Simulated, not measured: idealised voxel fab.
Process module heading - voxel released beams
This is section cut - it's 255 nm across, gridded in 5 nm square cells.
Cross-section, as written here: a square-cell grid given band by band from the top down, where a band holds one or more rows of cells. The entry gives the band's vertical extent as a top height and a bottom height in nm, then its horizontal make-up as materials from left to right, each with a width in nm. "empty" stands for empty space; a single material marked "edge to edge" fills the band edge to edge. Heights from 0 (as-received wafer is one material below). Bottom band endless downward, as "0..down". Width: "30->40" (first number = top row, second number = bottom row, same change from row to row of cells). No cell of the cross-section changed in a step that is given as "no modifications". The list in "Fully enclosed voids" covers empty spaces of 8 cells or more that cannot reach the top through any open way, and it gives each as width x height at distance; the distance is from the left edge, and width, height and distance are in nm. Anything after a step's settings on that line? It's the simulator's own note about the step. "overlay nm" on a masked step: distance the mask lay right of its planned place, negative for left.

**Steps planned for the process**
step 1: RECEIVE,material Si
step 2: CONFORMAL_DEP,material Al2O3,thk nm 5
step 3: DIRECTIONAL_DEP,material SiO2,thk nm 15
step 4: MASKED_ETCH,tone open,mask id ANCHOR,width nm 40,etch materials SiO2,depth nm 15,overlay nm -15
step 5: CONFORMAL_DEP,material polySi,thk nm 15
step 6: MASKED_ETCH,tone cover,mask id BEAM,width nm 125,etch materials polySi,depth nm 15,overlay nm 0
step 7: STRIP,etch materials SiO2
The overlay nm used in step 4 is not the same on every wafer, whereas the starting condition is; the value printed in the plan is the first wafer's.

**Received condition of the first of several wafers, sectioned: post-step 1**
* 0..down: Si edge to edge
* Fully enclosed voids: none

**Per wafer (row), end of module: delta in cells per material since receipt, (+) for gained, (-) for lost; closed voids after that**
overlay nm -15; +51 Al2O3; +93 polySi; Fully enclosed voids: none
overlay nm -10; +51 Al2O3; +93 polySi; Fully enclosed voids: none
overlay nm -5; +51 Al2O3; +93 polySi; Fully enclosed voids: none
overlay nm 0; +51 Al2O3; +93 polySi; Fully enclosed voids: none
overlay nm 5; +51 Al2O3; +93 polySi; Fully enclosed voids: none
overlay nm 10; +51 Al2O3; +93 polySi; Fully enclosed voids: none
overlay nm 15; +51 Al2O3; +93 polySi; Fully enclosed voids: none
